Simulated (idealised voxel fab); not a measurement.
The name of this process module is voxel wiring stack.
Pictured: cross-section cut, 260 nm wide, on a grid of 5 nm square cells.
Notation: cross-section as square-cell grid; stated in bands, top first, going down; one or more cell rows per band. Per band: top height and bottom height in nm, followed by the left-to-right materials and their widths in nm; "edge to edge" marks a single material spanning edge to edge, "air" marks empty space. Below 0: as-received wafer, all one material; heights counted from there. Lowest band: no bottom, goes on down, written "0 and below". Width: "30..40" (first number = top row, second number = bottom row, same change from row to row of cells). Reading "all unchanged" for a step: not a cell of the cross-section changed in it. Basically, "Closed internal cavities" tells you about the enclosed voids: empty spaces with no open way to the top, 8 cells or bigger, each written width x height at distance, where distance is from the left edge, all in nm. On each step's line, the part that comes after the settings is the simulator's own comment on the step. A step line may carry the setting "overlay nm", which, for steps involving a mask, states the distance by which the mask lay to the right of its intended position; negative values denote displacement to the left.
### Below is the list of planned process steps
1: RECEIVE,material Si
2: CONFORMAL_DEP,material SiO2,thk nm 10
3: DIRECTIONAL_DEP,material TiN,thk nm 5
4: DIRECTIONAL_DEP,material W,thk nm 25
5: MASKED_ETCH,tone cover,mask id METAL_1,width nm 25,pitch nm 40,etch materials W,depth nm 25,overlay nm -15
6: MASKED_ETCH,tone cover,mask id METAL_1,width nm 25,pitch nm 40,etch materials TiN,depth nm 5,overlay nm 0
7: FILL_DEP,material lowk,thk nm 5
8: CMP,height nm 40
9: CONFORMAL_DEP,material SiCN,thk nm 5
10: DIRECTIONAL_DEP,material SiO2,thk nm 10
11: PATTERN,tone open,mask id PLUG_1,material resist,width nm 15,pitch nm 40,thk nm 15,overlay nm 0
12: DIRECTIONAL_ETCH,etch materials SiO2,depth nm 10
13: DIRECTIONAL_ETCH,etch materials SiCN,depth nm 5
14: STRIP,etch materials resist
15: CONFORMAL_DEP,material TiN,thk nm 5
16: FILL_DEP,material Ru,thk nm 10
17: CMP,height nm 55
18: DIRECTIONAL_DEP,material TiN,thk nm 5
19: DIRECTIONAL_DEP,material Ru,thk nm 25
20: DIRECTIONAL_DEP,material aC,thk nm 15
21: PATTERN,tone cover,mask id METAL_2,material resist,width nm 25,pitch nm 40,thk nm 35,overlay nm 0
22: DIRECTIONAL_ETCH,etch materials aC,depth nm 15
23: STRIP,etch materials resist
24: DIRECTIONAL_ETCH,etch materials Ru,depth nm 25
25: DIRECTIONAL_ETCH,etch materials TiN,depth nm 5
26: STRIP,etch materials aC
27: CONFORMAL_DEP,material SiCN,thk nm 5
28: FILL_DEP,material SiO2,thk nm 5
29: CMP,height nm 85
30: CONFORMAL_DEP,material SiCN,thk nm 5
31: DIRECTIONAL_DEP,material lowk,thk nm 20
32: PATTERN,tone open,mask id PLUG_2,material resist,width nm 15,pitch nm 80,thk nm 20,overlay nm 0
33: DIRECTIONAL_ETCH,etch materials lowk,depth nm 20
34: DIRECTIONAL_ETCH,etch materials SiCN,depth nm 5
35: STRIP,etch materials resist
36: CONFORMAL_DEP,material TiN,thk nm 5
37: FILL_DEP,material Ru,thk nm 5
38: CMP,height nm 110
39: CONFORMAL_DEP,material SiN,thk nm 5
40: DIRECTIONAL_DEP,material SiO2,thk nm 15
41: MASKED_ETCH,tone open,mask id METAL_3,width nm 25,pitch nm 40,etch materials SiO2,depth nm 15,overlay nm 0
42: MASKED_ETCH,tone open,mask id METAL_3,width nm 25,pitch nm 40,etch materials SiN,depth nm 5,overlay nm 0
43: CONFORMAL_DEP,material TiN,thk nm 5
44: FILL_DEP,material Cu,thk nm 5
45: CMP,height nm 130
46: CONFORMAL_DEP,material SiCN,thk nm 5
Wafer-to-wafer difference: overlay nm, step 5. Common start. Plan = first wafer's value.
### Cross-section of the first incoming wafer of several, state after step 1
* 0 and below: Si edge to edge
* Closed internal cavities: none
### Here is the cross-section of the first of several wafers at the end of the module, after its last step, step 46
* 135 down to 130: SiCN edge to edge
* 130 down to 115: 55 SiO2, 5 TiN, 15 Cu, 5 TiN, 15 SiO2, 5 TiN, 15 Cu, 5 TiN, 15 SiO2, 5 TiN, 15 Cu, 5 TiN, 15 SiO2, 5 TiN, 15 Cu, 5 TiN, 60 SiO2
* 115 down to 110: 55 SiN, 25 TiN, 15 SiN, 25 TiN, 15 SiN, 25 TiN, 15 SiN, 25 TiN, 60 SiN
* 110 down to 90: 55 lowk, 5 TiN, 5 Ru, 5 TiN, 65 lowk, 5 TiN, 5 Ru, 5 TiN, 110 lowk
* 90 down to 85: 55 SiCN, 15 TiN, 65 SiCN, 15 TiN, 110 SiCN
* 85 down to 60: 50 SiO2, 5 SiCN, 25 Ru, 5 SiCN, 5 SiO2, 5 SiCN, 25 Ru, 5 SiCN, 5 SiO2, 5 SiCN, 25 Ru, 5 SiCN, 5 SiO2, 5 SiCN, 25 Ru, 5 SiCN, 55 SiO2
* 60 down to 55: 55 SiCN, 25 TiN, 15 SiCN, 25 TiN, 15 SiCN, 25 TiN, 15 SiCN, 25 TiN, 60 SiCN
* 55 down to 45: 55 SiO2, 5 TiN, 5 Ru, 5 TiN, 25 SiO2, 5 TiN, 5 Ru, 5 TiN, 25 SiO2, 5 TiN, 5 Ru, 5 TiN, 25 SiO2, 5 TiN, 5 Ru, 5 TiN, 70 SiO2
* 45 down to 40: 55 SiCN, 15 TiN, 25 SiCN, 15 TiN, 25 SiCN, 15 TiN, 25 SiCN, 15 TiN, 70 SiCN
* 40 down to 15: 40 lowk, 25 W, 15 lowk, 25 W, 15 lowk, 25 W, 15 lowk, 25 W, 75 lowk
* 15 down to 10: 40 lowk, 160 TiN, 60 lowk
* 10 down to 0: SiO2 edge to edge
* 0 and below: Si edge to edge
* Closed internal cavities: none
### Of the several wafers, the last: cross-section at the end of the module
* 135 down to 130: SiCN edge to edge
* 130 down to 115: 55 SiO2, 5 TiN, 15 Cu, 5 TiN, 15 SiO2, 5 TiN, 15 Cu, 5 TiN, 15 SiO2, 5 TiN, 15 Cu, 5 TiN, 15 SiO2, 5 TiN, 15 Cu, 5 TiN, 60 SiO2
* 115 down to 110: 55 SiN, 25 TiN, 15 SiN, 25 TiN, 15 SiN, 25 TiN, 15 SiN, 25 TiN, 60 SiN
* 110 down to 90: 55 lowk, 5 TiN, 5 Ru, 5 TiN, 65 lowk, 5 TiN, 5 Ru, 5 TiN, 110 lowk
* 90 down to 85: 55 SiCN, 15 TiN, 65 SiCN, 15 TiN, 110 SiCN
* 85 down to 60: 50 SiO2, 5 SiCN, 25 Ru, 5 SiCN, 5 SiO2, 5 SiCN, 25 Ru, 5 SiCN, 5 SiO2, 5 SiCN, 25 Ru, 5 SiCN, 5 SiO2, 5 SiCN, 25 Ru, 5 SiCN, 55 SiO2
* 60 down to 55: 55 SiCN, 25 TiN, 15 SiCN, 25 TiN, 15 SiCN, 25 TiN, 15 SiCN, 25 TiN, 60 SiCN
* 55 down to 45: 55 SiO2, 5 TiN, 5 Ru, 5 TiN, 25 SiO2, 5 TiN, 5 Ru, 5 TiN, 25 SiO2, 5 TiN, 5 Ru, 5 TiN, 25 SiO2, 5 TiN, 5 Ru, 5 TiN, 70 SiO2
* 45 down to 40: 55 SiCN, 15 TiN, 25 SiCN, 15 TiN, 25 SiCN, 15 TiN, 25 SiCN, 15 TiN, 70 SiCN
* 40 down to 15: 70 lowk, 25 W, 15 lowk, 25 W, 15 lowk, 25 W, 15 lowk, 25 W, 45 lowk
* 15 down to 10: 55 lowk, 160 TiN, 45 lowk
* 10 down to 0: SiO2 edge to edge
* 0 and below: Si edge to edge
* Closed internal cavities: none
### Heads up, this table goes wafer by wafer. A row tells you, at the end of the module, how many cells of each material that wafer has put on (+) or dropped (-) since it was received, and then its closed voids
overlay nm -15, +36 Cu, +116 Ru, +210 SiCN, +32 SiN, +400 SiO2, +146 TiN, +100 W, +364 lowk, Closed internal cavities: none
overlay nm -10, +36 Cu, +116 Ru, +210 SiCN, +32 SiN, +400 SiO2, +142 TiN, +100 W, +368 lowk, Closed internal cavities: none
overlay nm -5, +36 Cu, +116 Ru, +210 SiCN, +32 SiN, +400 SiO2, +138 TiN, +100 W, +372 lowk, Closed internal cavities: none
overlay nm 0, +36 Cu, +116 Ru, +210 SiCN, +32 SiN, +400 SiO2, +134 TiN, +100 W, +376 lowk, Closed internal cavities: none
overlay nm 5, +36 Cu, +116 Ru, +210 SiCN, +32 SiN, +400 SiO2, +138 TiN, +100 W, +372 lowk, Closed internal cavities: none
overlay nm 10, +36 Cu, +116 Ru, +210 SiCN, +32 SiN, +400 SiO2, +142 TiN, +100 W, +368 lowk, Closed internal cavities: none
overlay nm 15, +36 Cu, +116 Ru, +210 SiCN, +32 SiN, +400 SiO2, +146 TiN, +100 W, +364 lowk, Closed internal cavities: none
